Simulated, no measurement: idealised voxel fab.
process module | voxel double patterning
This is section cut - it's 255 nm across, gridded in 5 nm square cells.
Heads up, the way a cross-section reads in here is a grid of square cells, handed over as bands from the top down, with every band being one or more rows of cells.
Top height, bottom height, nm. Materials left to right, width each, nm. Single material + "everywhere" = fills band edge to edge. "empty" = empty.
All heights in this document are referenced to 0, defined as the level beneath which the wafer, as received, consists entirely of one material. The lowest band is not bounded below; it extends indefinitely downward and is written in the form "from 0 down".
The expression "30 to 40" gives the width at the extremes of the band, the first number at its top row of cells and the second at its bottom row, with the width changing by equal amounts from each row to the next in between.
Any step labelled "nothing got changed" changed none of the cells in the cross-section.
"Tabulated closed voids": sealed empty spaces, 8 cells or more, no open way to top, listed width x height at distance, with distance from the left edge and width, height and distance in nm.
That trailing text on a step's line, after the settings, is the simulator's own remark on the step.
Regarding "overlay nm": on a step with a mask, it is the distance the mask lay to the right of its planned place; a negative value places it to the left.

**plan**
- 1: RECEIVE: material Si
- 2: CONFORMAL_DEP: material SiO2, thk nm 5
- 3: DIRECTIONAL_DEP: material W, thk nm 15
- 4: DIRECTIONAL_DEP: material SiCN, thk nm 10
- 5: DIRECTIONAL_DEP: material aC, thk nm 15
- 6: PATTERN: tone open, mask id FIRST, material resist, width nm 15, pitch nm 50, thk nm 30, overlay nm 0
- 7: DIRECTIONAL_ETCH: etch materials aC, depth nm 5
- 8: STRIP: etch materials resist
- 9: DIRECTIONAL_ETCH: etch materials SiCN, depth nm 10
- 10: STRIP: etch materials aC
- 11: PATTERN: tone open, mask id SECOND, material resist, width nm 15, thk nm 20, overlay nm 0
- 12: DIRECTIONAL_ETCH: etch materials SiCN, depth nm 10
- 13: STRIP: etch materials resist
- 14: DIRECTIONAL_ETCH: etch materials W, depth nm 15
- 15: STRIP: etch materials SiCN
All wafers enter the flow in the same state. The depth nm at step 7 differs from wafer to wafer, and the plan gives the value for the first wafer.

**Received wafers, first of several: cross-section after step 1**
	from 0 down | Si everywhere
	Tabulated closed voids: none

**The first of several wafers, seen in cross-section after the module's last step, step 15**
	from 20 to 5 | W 120 nm | empty 15 nm | W 120 nm
	from 5 to 0 | SiO2 everywhere
	from 0 down | Si everywhere
	Tabulated closed voids: none

**Cross-section of the final wafer among several, taken at the end of the module**
	from 20 to 5 | W 95 nm | empty 15 nm | W 10 nm | empty 15 nm | W 10 nm | empty 15 nm | W 95 nm
	from 5 to 0 | SiO2 everywhere
	from 0 down | Si everywhere
	Tabulated closed voids: none

**The rows of the table below are wafers. Looking at the end of the module, a row counts, for every material, the cells the wafer has gained, shown as (+), or lost, shown as (-), since it was received; its closed voids come next**
depth nm 5 | +51 SiO2 | +144 W | Tabulated closed voids: none
depth nm 10 | +51 SiO2 | +144 W | Tabulated closed voids: none
depth nm 15 | +51 SiO2 | +126 W | Tabulated closed voids: none
depth nm 20 | +51 SiO2 | +126 W | Tabulated closed voids: none
depth nm 25 | +51 SiO2 | +126 W | Tabulated closed voids: none
depth nm 30 | +51 SiO2 | +126 W | Tabulated closed voids: none
